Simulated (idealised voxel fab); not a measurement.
process module | voxel local oxidation
cross-section cut | 270 nm wide | cells 5 nm
A cross-section is a grid of square cells, given in bands from the top down. A band is one or more rows of cells.
Each band's line starts with the height of the band's top and of its bottom, in nm. Then come its materials from left to right, each with its width in nm. One material with "throughout" fills the band from edge to edge. "air" is empty space.
Height 0 is the level under which the wafer as received is all one material. The lowest band goes on downwards, as in "0 down".
A width such as "30 to 40" changes by the same amount from each row of cells to the next, from the band's top row to its bottom row.
"no change" after a step means that no cell of the cross-section changed.
closed voids: empty space of 8 cells or more with no open way to the top, each as width x height at its distance from the left edge, in nm
after a step's settings: what the simulator itself notes on the step
overlay nm, on a step with a mask: how far to the right of its planned place the mask lay; to the left if negative
plan
1 op RECEIVE | material Si
2 op OXIDIZE | depth nm 5
3 op CONFORMAL_DEP | material SiN | thk nm 10
4 op PATTERN | tone cover | mask id ACTIVE | material resist | width nm 125 | thk nm 20 | overlay nm 0
5 op DIRECTIONAL_ETCH | etch materials SiN | depth nm 10
6 op STRIP | etch materials resist
7 op SELECTIVE_ETCH | etch materials SiO2 | depth nm 5
8 op OXIDIZE | depth nm 15
9 op STRIP | etch materials SiN
as received, after step 1
  0 down: Si throughout
  closed voids: none
first wafer at the end, as planned
  0 to -5: air 75 | SiO2 115 | air 80
  -5 to -20: SiO2 90 | Si 85 | SiO2 95
  -20 down: Si throughout
  closed voids: none
second wafer at the end: like start, like plan, one mistake
  5 to -5: SiO2 throughout
  -5 down: Si throughout
  closed voids: none
what went wrong: step 3 ran as: op CONFORMAL_DEP | material SiO2 | thk nm 10
at the end the second wafer has, in cells: 111 more of Si | 26 fewer of SiO2
